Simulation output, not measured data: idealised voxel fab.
The process module that follows is named voxel released beams.
cross-section cut | 205 nm wide | cells 5 nm
When this document writes out a cross-section, it uses a grid of square cells and lists it as bands, beginning at the top and moving down, with a band standing for one or more rows of cells. Quick guide to a band line: top height, bottom height (nm) up front; then every material left to right with its width in nm. Only one material and it's marked "edge to edge"? Then it fills the band edge to edge. And "blank" just means empty space. The level at which height equals 0 is the one under which the wafer, as it arrives, is entirely one material. No lower edge exists for the bottom band, which continues downward and is notated as in "0 nm and below". The two numbers in a width such as "30..40" mark its ends across the band: the first belongs to the top row of cells, the second to the bottom row, and from each row to the next the width moves by the same amount. "changes: none" means the step left every cell of the cross-section as it was. Entry "Closed voids list". Content: empty spaces with no open connection to the top, size 8 cells or greater. Each: width x height at distance. Distance: from left edge. Unit: nm. On each step's line, the part that comes after the settings is the simulator's own comment on the step. What "overlay nm" on a step's line means: if the step has a mask, that mask lay this far to the right of its planned place, or, when the value is negative, to the left.

Process steps foreseen in the plan
1) op RECEIVE | material Si
2) op CONFORMAL_DEP | material SiN | thk nm 10
3) op DIRECTIONAL_DEP | material SiO2 | thk nm 20
4) op MASKED_ETCH | tone open | mask id ANCHOR | width nm 30 | etch materials SiO2 | depth nm 20 | overlay nm 0
5) op CONFORMAL_DEP | material W | thk nm 10
6) op MASKED_ETCH | tone cover | mask id BEAM | width nm 85 | etch materials W | depth nm 10 | overlay nm 0
7) op STRIP | etch materials SiO2

Cross-sectional view of the wafer in its as-received condition, corresponding to the state after step 1
0 nm and below = Si edge to edge
Closed voids list: none

Figure: cross-sectional view of the wafer upon completion of the module, processed from the initial state and according to the plan depicted above, with one error introduced during execution
40 nm to 30 nm = blank: 55 | W: 85 | blank: 65
30 nm to 20 nm = SiN edge to edge
20 nm to 0 nm = SiO2 edge to edge
0 nm and below = Si edge to edge
Closed voids list: none
In executing the process, a mistake was made relative to the plan: deviation from plan: step 3 and step 2 executed in one another's positions
